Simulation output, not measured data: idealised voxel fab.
The following is a process module called voxel released beams.
Cross-section cut: width 200 nm, square cells of 5 nm.
Each cross-section below is a grid of square cells, stated as bands in top-down order, with one or more rows of cells making up each band. Heads up on the band format: heights come first, top then bottom, in nm. After that it's the materials left to right, each with its width in nm. A single material flagged "edge to edge" fills the whole band edge to edge, and "empty" means there's empty space there. We count height from 0. Below that, the starting wafer is all one material. The lowest band never ends at the bottom but goes on down; see "0 and below" for how that is written. The two numbers in a width such as "30 to 40" mark its ends across the band: the first belongs to the top row of cells, the second to the bottom row, and from each row to the next the width moves by the same amount. "nothing changed" (step): cross-section cells unchanged, all of them. For the entry "Enclosed void entries", the listed items are empty spaces with no open way to the top whose size is 8 cells or more; each item follows the pattern width x height at distance, where distance is from the left edge and all three are in nm. Heads up: the bit after the settings on a step's line is the simulator's remark on that step. When a step includes a mask, the "overlay nm" setting on its line states how far to the right of its planned place that mask lay, and negative values state how far to the left.
Here's what the planned process steps look like
1: RECEIVE | material Si
2: CONFORMAL_DEP | material SiN | thk nm 5
3: DIRECTIONAL_DEP | material SiO2 | thk nm 20
4: PATTERN | tone open | mask id ANCHOR | material resist | width nm 35 | thk nm 20 | overlay nm 0
5: DIRECTIONAL_ETCH | etch materials SiO2 | depth nm 20
6: STRIP | etch materials resist
7: CONFORMAL_DEP | material TiN | thk nm 15
8: MASKED_ETCH | tone cover | mask id BEAM | width nm 120 | etch materials TiN | depth nm 15 | overlay nm 0
9: STRIP | etch materials SiO2
This is the cross-section of the wafer as we received it, i.e. after step 1
  0 and below: Si edge to edge
  Enclosed void entries: none
Result of the module, cross-sectioned: start per above, plan per above, one error in how it was run
  40 down to 25: 35 empty / 20 TiN / 5 empty / 95 TiN / 45 empty
  25 down to 20: 40 empty / 15 TiN / 5 empty / 15 TiN / 125 empty
  20 down to 5: 40 empty / 35 TiN / 125 empty
  5 down to 0: TiN edge to edge
  0 and below: Si edge to edge
  Enclosed void entries: none
What was done differently from what was planned? step 2 was processed under conditions differing from the plan, specifically as CONFORMAL_DEP | material TiN | thk nm 5
